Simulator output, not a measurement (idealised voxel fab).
Process module heading - voxel wiring stack
Pictured: cross-section cut, 240 nm wide, on a grid of 5 nm square cells.
Cross-section spec: square-cell grid; bands listed top down; each band is one or more rows.
This entry defines a band. It first specifies the height of the band's top and the height of its bottom in nm, and then specifies the band's materials from left to right, stating each material with its width in nm. The word "everywhere" identifies a single material that fills the band from edge to edge, while the word "blank" identifies empty space.
The reference from which all heights are counted is 0, the level beneath which the as-received wafer is entirely one material; the lowest band, having no lower bound, proceeds downward and is written after the example "top 0, no bottom".
Per-row width for "30 to 40": begins at first number (top row of band), ends at second number (bottom row), increment between rows held constant.
Where a step carries "no alterations made", the cross-section came out of it unchanged, cell for cell.
Voids not open to the top, 8 cells minimum: see "Closed cavities". Written width x height at distance; distance is from the left edge; nm.
On each step's line, the part that comes after the settings is the simulator's own comment on the step.
The line of a step may include "overlay nm". On a step with a mask, this value is how far to the right of its planned place the mask lay. A negative value means the mask lay to the left.
[Steps planned for the process]
step 1: RECEIVE,material Si
step 2: CONFORMAL_DEP,material SiO2,thk nm 15
step 3: DIRECTIONAL_DEP,material TiN,thk nm 5
step 4: DIRECTIONAL_DEP,material W,thk nm 20
step 5: DIRECTIONAL_DEP,material aC,thk nm 15
step 6: PATTERN,tone cover,mask id METAL_1,material resist,width nm 20,pitch nm 40,thk nm 35,overlay nm 0
step 7: DIRECTIONAL_ETCH,etch materials aC,depth nm 15
step 8: STRIP,etch materials resist
step 9: DIRECTIONAL_ETCH,etch materials W,depth nm 20
step 10: DIRECTIONAL_ETCH,etch materials TiN,depth nm 5
step 11: STRIP,etch materials aC
step 12: CONFORMAL_DEP,material SiCN,thk nm 5
step 13: FILL_DEP,material lowk,thk nm 5
step 14: CMP,height nm 40
step 15: CONFORMAL_DEP,material SiCN,thk nm 5
step 16: DIRECTIONAL_DEP,material lowk,thk nm 20
step 17: DIRECTIONAL_DEP,material aC,thk nm 15
step 18: PATTERN,tone open,mask id PLUG_1,material resist,width nm 15,pitch nm 40,thk nm 30,overlay nm -15
step 19: DIRECTIONAL_ETCH,etch materials aC,depth nm 15
step 20: STRIP,etch materials resist
step 21: DIRECTIONAL_ETCH,etch materials lowk,depth nm 20
step 22: DIRECTIONAL_ETCH,etch materials SiCN,depth nm 5
step 23: STRIP,etch materials aC
step 24: EPI,material Ru,thk nm 10
step 25: EPI,material Ru,thk nm 10
step 26: EPI,material Ru,thk nm 5
step 27: DIRECTIONAL_DEP,material TiN,thk nm 5
step 28: DIRECTIONAL_DEP,material Ru,thk nm 15
step 29: DIRECTIONAL_DEP,material aC,thk nm 10
step 30: PATTERN,tone cover,mask id METAL_2,material resist,width nm 20,pitch nm 40,thk nm 30,overlay nm 0
step 31: DIRECTIONAL_ETCH,etch materials aC,depth nm 10
step 32: STRIP,etch materials resist
step 33: DIRECTIONAL_ETCH,etch materials Ru,depth nm 15
step 34: DIRECTIONAL_ETCH,etch materials TiN,depth nm 5
step 35: STRIP,etch materials aC
step 36: FILL_DEP,material SiO2,thk nm 10
step 37: CMP,height nm 85
step 38: CONFORMAL_DEP,material SiN,thk nm 5
The plan's step 18 overlay nm is the first wafer's value; the wafers differ in this setting and start identical.
[Cross-section of the first incoming wafer of several, state after step 1]
> top 0, no bottom  Si everywhere
> Closed cavities: none
[Module end state after final step 38: cross-section of the first of several wafers]
> top 90, bottom 85  SiN everywhere
> top 85, bottom 70  SiO2 50 / Ru 20 / SiO2 20 / Ru 20 / SiO2 20 / Ru 20 / SiO2 20 / Ru 20 / SiO2 50
> top 70, bottom 65  SiO2 50 / TiN 20 / SiO2 20 / TiN 20 / SiO2 20 / TiN 20 / SiO2 20 / TiN 20 / SiO2 50
> top 65, bottom 45  lowk 35 / SiO2 15 / lowk 25 / SiO2 15 / lowk 25 / SiO2 15 / lowk 25 / SiO2 15 / lowk 70
> top 45, bottom 40  SiCN 35 / SiO2 15 / SiCN 25 / SiO2 15 / SiCN 25 / SiO2 15 / SiCN 25 / SiO2 15 / SiCN 70
> top 40, bottom 20  lowk 45 / SiCN 5 / W 20 / SiCN 5 / lowk 10 / SiCN 5 / W 20 / SiCN 5 / lowk 10 / SiCN 5 / W 20 / SiCN 5 / lowk 10 / SiCN 5 / W 20 / SiCN 5 / lowk 45
> top 20, bottom 15  SiCN 50 / TiN 20 / SiCN 20 / TiN 20 / SiCN 20 / TiN 20 / SiCN 20 / TiN 20 / SiCN 50
> top 15, bottom 0  SiO2 everywhere
> top 0, no bottom  Si everywhere
> Closed cavities: none
[Last wafer of the set, cross-sectioned at end of module]
> top 90, bottom 85  SiN everywhere
> top 85, bottom 70  SiO2 50 / Ru 20 / SiO2 20 / Ru 20 / SiO2 20 / Ru 20 / SiO2 20 / Ru 20 / SiO2 50
> top 70, bottom 65  SiO2 50 / TiN 20 / SiO2 20 / TiN 20 / SiO2 20 / TiN 20 / SiO2 20 / TiN 20 / SiO2 50
> top 65, bottom 45  lowk 65 / Ru 15 / lowk 25 / Ru 15 / lowk 25 / Ru 15 / lowk 25 / Ru 15 / lowk 40
> top 45, bottom 40  SiCN 65 / Ru 15 / SiCN 25 / Ru 15 / SiCN 25 / Ru 15 / SiCN 25 / Ru 15 / SiCN 40
> top 40, bottom 20  lowk 45 / SiCN 5 / W 20 / SiCN 5 / lowk 10 / SiCN 5 / W 20 / SiCN 5 / lowk 10 / SiCN 5 / W 20 / SiCN 5 / lowk 10 / SiCN 5 / W 20 / SiCN 5 / lowk 45
> top 20, bottom 15  SiCN 50 / TiN 20 / SiCN 20 / TiN 20 / SiCN 20 / TiN 20 / SiCN 20 / TiN 20 / SiCN 50
> top 15, bottom 0  SiO2 everywhere
> top 0, no bottom  Si everywhere
> Closed cavities: none
[Per wafer, end of module: cells gained (+) or lost (-) per material since receipt, then closed voids]
overlay nm -15 | +48 Ru | +100 SiCN | +48 SiN | +332 SiO2 | +32 TiN | +64 W | +240 lowk | Closed cavities: none
overlay nm -10 | +108 Ru | +100 SiCN | +48 SiN | +272 SiO2 | +32 TiN | +64 W | +240 lowk | Closed cavities: none
overlay nm -5 | +108 Ru | +100 SiCN | +48 SiN | +272 SiO2 | +32 TiN | +64 W | +240 lowk | Closed cavities: none
overlay nm 0 | +108 Ru | +100 SiCN | +48 SiN | +272 SiO2 | +32 TiN | +64 W | +240 lowk | Closed cavities: none
overlay nm 5 | +108 Ru | +100 SiCN | +48 SiN | +272 SiO2 | +32 TiN | +64 W | +240 lowk | Closed cavities: none
overlay nm 10 | +108 Ru | +100 SiCN | +48 SiN | +272 SiO2 | +32 TiN | +64 W | +240 lowk | Closed cavities: none
overlay nm 15 | +108 Ru | +100 SiCN | +48 SiN | +272 SiO2 | +32 TiN | +64 W | +240 lowk | Closed cavities: none
